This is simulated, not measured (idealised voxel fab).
Process module, titled voxel gate over fins
This is section cut - it's 280 nm across, gridded in 5 nm square cells.
When this document writes out a cross-section, it uses a grid of square cells and lists it as bands, beginning at the top and moving down, with a band standing for one or more rows of cells. Basically the band line says how high the top is and how high the bottom is, in nm, and then what's in it from left to right, every material with its width in nm. Empty space shows up as "blank", and if a single material carries "full width" it runs the full band edge to edge. Counting heights begins at 0, where everything beneath is, in the wafer as received, one material. The lowest band has no bottom; it goes on downwards, as "from 0 down" shows. When a width is written as two numbers, as in "30..40", the first number is the width in the top row of cells of the band and the second is the width in its bottom row, and the width changes by the same amount from each row to the next. For the purposes of this document, the phrase "nothing got changed" attached to a step denotes that no cell within the cross-section was modified by that step. Entry "Sealed internal cavities" = empty spaces >= 8 cells with no open way to the top; each as width x height at distance, distance from left edge, all nm. The remark found on a step's line after its settings is issued by the simulator itself and pertains to that step. overlay nm: right-of-plan distance of the mask on a masked step; negative values mean left-of-plan.

Process steps - plan
1: RECEIVE with material Si
2: CONFORMAL_DEP with material SiN, thk nm 5
3: DIRECTIONAL_DEP with material aC, thk nm 10
4: PATTERN with tone cover, mask id FINS, material resist, width nm 15, pitch nm 45, thk nm 25, overlay nm 0
5: DIRECTIONAL_ETCH with etch materials aC, depth nm 10
6: STRIP with etch materials resist
7: DIRECTIONAL_ETCH with etch materials SiN, depth nm 5
8: DIRECTIONAL_ETCH with etch materials Si, depth nm 30
9: STRIP with etch materials aC
10: FILL_DEP with material SiO2, thk nm 10
11: CMP with height nm 5
12: SELECTIVE_ETCH with etch materials SiO2, depth nm 20
13: STRIP with etch materials SiN
14: CONFORMAL_DEP with material HfO2, thk nm 5
15: CONFORMAL_DEP with material TiN, thk nm 5
16: CONFORMAL_DEP with material TiAl, thk nm 5
17: CONFORMAL_DEP with material TiN, thk nm 5
18: FILL_DEP with material W, thk nm 10
19: CMP with height nm 25
20: CONFORMAL_DEP with material SiCN, thk nm 10

First of the two wafers, run per plan

Wafer at receipt (post step 1), cross-section
> from 0 down  Si full width
> Sealed internal cavities: none

The wafer in cross-section once step 2 is complete
> from 5 to 0  SiN full width
> Unchanged below 0.

The wafer in cross-section once step 3 is complete
> from 15 to 5  aC full width
> Unchanged below 5.

The wafer in cross-section once step 4 is complete
> from 40 to 15  65 nm blank, 15 nm resist, 30 nm blank, 15 nm resist, 30 nm blank, 15 nm resist, 30 nm blank, 15 nm resist, 65 nm blank
> Unchanged below 15.

The wafer in cross-section once step 5 is complete
> from 30 to 15  65 nm blank, 15 nm resist, 30 nm blank, 15 nm resist, 30 nm blank, 15 nm resist, 30 nm blank, 15 nm resist, 65 nm blank
> from 15 to 5  65 nm blank, 15 nm aC, 30 nm blank, 15 nm aC, 30 nm blank, 15 nm aC, 30 nm blank, 15 nm aC, 65 nm blank
> Unchanged below 5.

The wafer in cross-section once step 6 is complete
> from 15 to 5  65 nm blank, 15 nm aC, 30 nm blank, 15 nm aC, 30 nm blank, 15 nm aC, 30 nm blank, 15 nm aC, 65 nm blank
> Unchanged below 5.

The wafer in cross-section once step 7 is complete
> from 15 to 5  65 nm blank, 15 nm aC, 30 nm blank, 15 nm aC, 30 nm blank, 15 nm aC, 30 nm blank, 15 nm aC, 65 nm blank
> from 5 to 0  65 nm blank, 15 nm SiN, 30 nm blank, 15 nm SiN, 30 nm blank, 15 nm SiN, 30 nm blank, 15 nm SiN, 65 nm blank
> Unchanged below 0.

The wafer in cross-section once step 8 is complete
> from 15 to 5  65 nm blank, 15 nm aC, 30 nm blank, 15 nm aC, 30 nm blank, 15 nm aC, 30 nm blank, 15 nm aC, 65 nm blank
> from 5 to 0  65 nm blank, 15 nm SiN, 30 nm blank, 15 nm SiN, 30 nm blank, 15 nm SiN, 30 nm blank, 15 nm SiN, 65 nm blank
> from 0 to -30  65 nm blank, 15 nm Si, 30 nm blank, 15 nm Si, 30 nm blank, 15 nm Si, 30 nm blank, 15 nm Si, 65 nm blank
> Unchanged below -30.

The wafer in cross-section once step 9 is complete
> from 5 to 0  65 nm blank, 15 nm SiN, 30 nm blank, 15 nm SiN, 30 nm blank, 15 nm SiN, 30 nm blank, 15 nm SiN, 65 nm blank
> Unchanged below 0.

The wafer in cross-section once step 10 is complete
> from 15 to 5  SiO2 full width
> from 5 to 0  65 nm SiO2, 15 nm SiN, 30 nm SiO2, 15 nm SiN, 30 nm SiO2, 15 nm SiN, 30 nm SiO2, 15 nm SiN, 65 nm SiO2
> from 0 to -30  65 nm SiO2, 15 nm Si, 30 nm SiO2, 15 nm Si, 30 nm SiO2, 15 nm Si, 30 nm SiO2, 15 nm Si, 65 nm SiO2
> Unchanged below -30.

The wafer in cross-section once step 11 is complete
> from 5 to 0  65 nm SiO2, 15 nm SiN, 30 nm SiO2, 15 nm SiN, 30 nm SiO2, 15 nm SiN, 30 nm SiO2, 15 nm SiN, 65 nm SiO2
> Unchanged below 0.

The wafer in cross-section once step 12 is complete
> from 5 to 0  65 nm blank, 15 nm SiN, 30 nm blank, 15 nm SiN, 30 nm blank, 15 nm SiN, 30 nm blank, 15 nm SiN, 65 nm blank
> from 0 to -15  65 nm blank, 15 nm Si, 30 nm blank, 15 nm Si, 30 nm blank, 15 nm Si, 30 nm blank, 15 nm Si, 65 nm blank
> Unchanged below -15.

The wafer in cross-section once step 13 is complete
> from 0 to -15  65 nm blank, 15 nm Si, 30 nm blank, 15 nm Si, 30 nm blank, 15 nm Si, 30 nm blank, 15 nm Si, 65 nm blank
> Unchanged below -15.

The wafer in cross-section once step 14 is complete
> from 5 to 0  60 nm blank, 25 nm HfO2, 20 nm blank, 25 nm HfO2, 20 nm blank, 25 nm HfO2, 20 nm blank, 25 nm HfO2, 60 nm blank
> from 0 to -10  60 nm blank, 5 nm HfO2, 15 nm Si, 5 nm HfO2, 20 nm blank, 5 nm HfO2, 15 nm Si, 5 nm HfO2, 20 nm blank, 5 nm HfO2, 15 nm Si, 5 nm HfO2, 20 nm blank, 5 nm HfO2, 15 nm Si, 5 nm HfO2, 60 nm blank
> from -10 to -15  65 nm HfO2, 15 nm Si, 30 nm HfO2, 15 nm Si, 30 nm HfO2, 15 nm Si, 30 nm HfO2, 15 nm Si, 65 nm HfO2
> Unchanged below -15.

The wafer in cross-section once step 15 is complete
> from 10 to 5  55 nm blank, 35 nm TiN, 10 nm blank, 35 nm TiN, 10 nm blank, 35 nm TiN, 10 nm blank, 35 nm TiN, 55 nm blank
> from 5 to 0  55 nm blank, 5 nm TiN, 25 nm HfO2, 5 nm TiN, 10 nm blank, 5 nm TiN, 25 nm HfO2, 5 nm TiN, 10 nm blank, 5 nm TiN, 25 nm HfO2, 5 nm TiN, 10 nm blank, 5 nm TiN, 25 nm HfO2, 5 nm TiN, 55 nm blank
> from 0 to -5  55 nm blank, 5 nm TiN, 5 nm HfO2, 15 nm Si, 5 nm HfO2, 5 nm TiN, 10 nm blank, 5 nm TiN, 5 nm HfO2, 15 nm Si, 5 nm HfO2, 5 nm TiN, 10 nm blank, 5 nm TiN, 5 nm HfO2, 15 nm Si, 5 nm HfO2, 5 nm TiN, 10 nm blank, 5 nm TiN, 5 nm HfO2, 15 nm Si, 5 nm HfO2, 5 nm TiN, 55 nm blank
> from -5 to -10  60 nm TiN, 5 nm HfO2, 15 nm Si, 5 nm HfO2, 20 nm TiN, 5 nm HfO2, 15 nm Si, 5 nm HfO2, 20 nm TiN, 5 nm HfO2, 15 nm Si, 5 nm HfO2, 20 nm TiN, 5 nm HfO2, 15 nm Si, 5 nm HfO2, 60 nm TiN
> Unchanged below -10.

The wafer in cross-section once step 16 is complete
> from 15 to 10  50 nm blank, 180 nm TiAl, 50 nm blank
> from 10 to 5  50 nm blank, 5 nm TiAl, 35 nm TiN, 10 nm TiAl, 35 nm TiN, 10 nm TiAl, 35 nm TiN, 10 nm TiAl, 35 nm TiN, 5 nm TiAl, 50 nm blank
> from 5 to 0  50 nm blank, 5 nm TiAl, 5 nm TiN, 25 nm HfO2, 5 nm TiN, 10 nm TiAl, 5 nm TiN, 25 nm HfO2, 5 nm TiN, 10 nm TiAl, 5 nm TiN, 25 nm HfO2, 5 nm TiN, 10 nm TiAl, 5 nm TiN, 25 nm HfO2, 5 nm TiN, 5 nm TiAl, 50 nm blank
> from 0 to -5  55 nm TiAl, 5 nm TiN, 5 nm HfO2, 15 nm Si, 5 nm HfO2, 5 nm TiN, 10 nm TiAl, 5 nm TiN, 5 nm HfO2, 15 nm Si, 5 nm HfO2, 5 nm TiN, 10 nm TiAl, 5 nm TiN, 5 nm HfO2, 15 nm Si, 5 nm HfO2, 5 nm TiN, 10 nm TiAl, 5 nm TiN, 5 nm HfO2, 15 nm Si, 5 nm HfO2, 5 nm TiN, 55 nm TiAl
> Unchanged below -5.

The wafer in cross-section once step 17 is complete
> from 20 to 15  45 nm blank, 190 nm TiN, 45 nm blank
> from 15 to 10  45 nm blank, 5 nm TiN, 180 nm TiAl, 5 nm TiN, 45 nm blank
> from 10 to 5  45 nm blank, 5 nm TiN, 5 nm TiAl, 35 nm TiN, 10 nm TiAl, 35 nm TiN, 10 nm TiAl, 35 nm TiN, 10 nm TiAl, 35 nm TiN, 5 nm TiAl, 5 nm TiN, 45 nm blank
> from 5 to 0  50 nm TiN, 5 nm TiAl, 5 nm TiN, 25 nm HfO2, 5 nm TiN, 10 nm TiAl, 5 nm TiN, 25 nm HfO2, 5 nm TiN, 10 nm TiAl, 5 nm TiN, 25 nm HfO2, 5 nm TiN, 10 nm TiAl, 5 nm TiN, 25 nm HfO2, 5 nm TiN, 5 nm TiAl, 50 nm TiN
> Unchanged below 0.

The wafer in cross-section once step 18 is complete
> from 30 to 20  W full width
> from 20 to 15  45 nm W, 190 nm TiN, 45 nm W
> from 15 to 10  45 nm W, 5 nm TiN, 180 nm TiAl, 5 nm TiN, 45 nm W
> from 10 to 5  45 nm W, 5 nm TiN, 5 nm TiAl, 35 nm TiN, 10 nm TiAl, 35 nm TiN, 10 nm TiAl, 35 nm TiN, 10 nm TiAl, 35 nm TiN, 5 nm TiAl, 5 nm TiN, 45 nm W
> Unchanged below 5.

The wafer in cross-section once step 19 is complete
> from 25 to 20  W full width
> Unchanged below 20.

The wafer in cross-section once step 20 is complete
> from 35 to 25  SiCN full width
> Unchanged below 25.

Second wafer: like start, like plan, one mistake. Through step 3 it matches the first wafer

X-section, second wafer, when step 4 was due to finish
> from 40 to 15  65 nm resist, 15 nm blank, 30 nm resist, 15 nm blank, 30 nm resist, 15 nm blank, 30 nm resist, 15 nm blank, 65 nm resist
> Unchanged below 15.

X-section, second wafer, when step 5 was due to finish
> from 30 to 15  65 nm resist, 15 nm blank, 30 nm resist, 15 nm blank, 30 nm resist, 15 nm blank, 30 nm resist, 15 nm blank, 65 nm resist
> from 15 to 5  65 nm aC, 15 nm blank, 30 nm aC, 15 nm blank, 30 nm aC, 15 nm blank, 30 nm aC, 15 nm blank, 65 nm aC
> Unchanged below 5.

X-section, second wafer, when step 6 was due to finish
> from 15 to 5  65 nm aC, 15 nm blank, 30 nm aC, 15 nm blank, 30 nm aC, 15 nm blank, 30 nm aC, 15 nm blank, 65 nm aC
> Unchanged below 5.

X-section, second wafer, when step 7 was due to finish
> from 15 to 5  65 nm aC, 15 nm blank, 30 nm aC, 15 nm blank, 30 nm aC, 15 nm blank, 30 nm aC, 15 nm blank, 65 nm aC
> from 5 to 0  65 nm SiN, 15 nm blank, 30 nm SiN, 15 nm blank, 30 nm SiN, 15 nm blank, 30 nm SiN, 15 nm blank, 65 nm SiN
> Unchanged below 0.

X-section, second wafer, when step 8 was due to finish
> from 15 to 5  65 nm aC, 15 nm blank, 30 nm aC, 15 nm blank, 30 nm aC, 15 nm blank, 30 nm aC, 15 nm blank, 65 nm aC
> from 5 to 0  65 nm SiN, 15 nm blank, 30 nm SiN, 15 nm blank, 30 nm SiN, 15 nm blank, 30 nm SiN, 15 nm blank, 65 nm SiN
> from 0 to -30  65 nm Si, 15 nm blank, 30 nm Si, 15 nm blank, 30 nm Si, 15 nm blank, 30 nm Si, 15 nm blank, 65 nm Si
> Unchanged below -30.

X-section, second wafer, when step 9 was due to finish
> from 5 to 0  65 nm SiN, 15 nm blank, 30 nm SiN, 15 nm blank, 30 nm SiN, 15 nm blank, 30 nm SiN, 15 nm blank, 65 nm SiN
> Unchanged below 0.

X-section, second wafer, when step 10 was due to finish
> from 15 to 5  SiO2 full width
> from 5 to 0  65 nm SiN, 15 nm SiO2, 30 nm SiN, 15 nm SiO2, 30 nm SiN, 15 nm SiO2, 30 nm SiN, 15 nm SiO2, 65 nm SiN
> from 0 to -30  65 nm Si, 15 nm SiO2, 30 nm Si, 15 nm SiO2, 30 nm Si, 15 nm SiO2, 30 nm Si, 15 nm SiO2, 65 nm Si
> Unchanged below -30.

X-section, second wafer, when step 11 was due to finish
> from 5 to 0  65 nm SiN, 15 nm SiO2, 30 nm SiN, 15 nm SiO2, 30 nm SiN, 15 nm SiO2, 30 nm SiN, 15 nm SiO2, 65 nm SiN
> Unchanged below 0.

X-section, second wafer, when step 12 was due to finish
> from 5 to 0  65 nm SiN, 15 nm blank, 30 nm SiN, 15 nm blank, 30 nm SiN, 15 nm blank, 30 nm SiN, 15 nm blank, 65 nm SiN
> from 0 to -15  65 nm Si, 15 nm blank, 30 nm Si, 15 nm blank, 30 nm Si, 15 nm blank, 30 nm Si, 15 nm blank, 65 nm Si
> Unchanged below -15.

X-section, second wafer, when step 13 was due to finish
> from 0 to -15  65 nm Si, 15 nm blank, 30 nm Si, 15 nm blank, 30 nm Si, 15 nm blank, 30 nm Si, 15 nm blank, 65 nm Si
> Unchanged below -15.

X-section, second wafer, when step 14 was due to finish
> from 5 to 0  70 nm HfO2, 5 nm blank, 40 nm HfO2, 5 nm blank, 40 nm HfO2, 5 nm blank, 40 nm HfO2, 5 nm blank, 70 nm HfO2
> from 0 to -10  65 nm Si, 5 nm HfO2, 5 nm blank, 5 nm HfO2, 30 nm Si, 5 nm HfO2, 5 nm blank, 5 nm HfO2, 30 nm Si, 5 nm HfO2, 5 nm blank, 5 nm HfO2, 30 nm Si, 5 nm HfO2, 5 nm blank, 5 nm HfO2, 65 nm Si
> from -10 to -15  65 nm Si, 15 nm HfO2, 30 nm Si, 15 nm HfO2, 30 nm Si, 15 nm HfO2, 30 nm Si, 15 nm HfO2, 65 nm Si
> Unchanged below -15.

X-section, second wafer, when step 15 was due to finish
> from 10 to 5  TiN full width
> from 5 to 0  70 nm HfO2, 5 nm TiN, 40 nm HfO2, 5 nm TiN, 40 nm HfO2, 5 nm TiN, 40 nm HfO2, 5 nm TiN, 70 nm HfO2
> from 0 to -10  65 nm Si, 5 nm HfO2, 5 nm TiN, 5 nm HfO2, 30 nm Si, 5 nm HfO2, 5 nm TiN, 5 nm HfO2, 30 nm Si, 5 nm HfO2, 5 nm TiN, 5 nm HfO2, 30 nm Si, 5 nm HfO2, 5 nm TiN, 5 nm HfO2, 65 nm Si
> Unchanged below -10.

X-section, second wafer, when step 16 was due to finish
> from 15 to 10  TiAl full width
> Unchanged below 10.

X-section, second wafer, when step 17 was due to finish
> from 20 to 15  TiN full width
> Unchanged below 15.

X-section, second wafer, when step 18 was due to finish
> from 30 to 20  W full width
> Unchanged below 20.

X-section, second wafer, when step 19 was due to finish
> from 25 to 20  W full width
> Unchanged below 20.

X-section, second wafer, when step 20 was due to finish
> from 35 to 25  SiCN full width
> Unchanged below 25.
Which mistake was made when the wafer was run? rather than as planned, step 4 actually ran as PATTERN with tone open, mask id FINS, material resist, width nm 15, pitch nm 45, thk nm 25, overlay nm 0
at the end the second wafer has, in cells: Si: 192 more | SiO2: 96 fewer | TiAl: 24 fewer | TiN: 18 fewer | W: 54 fewer
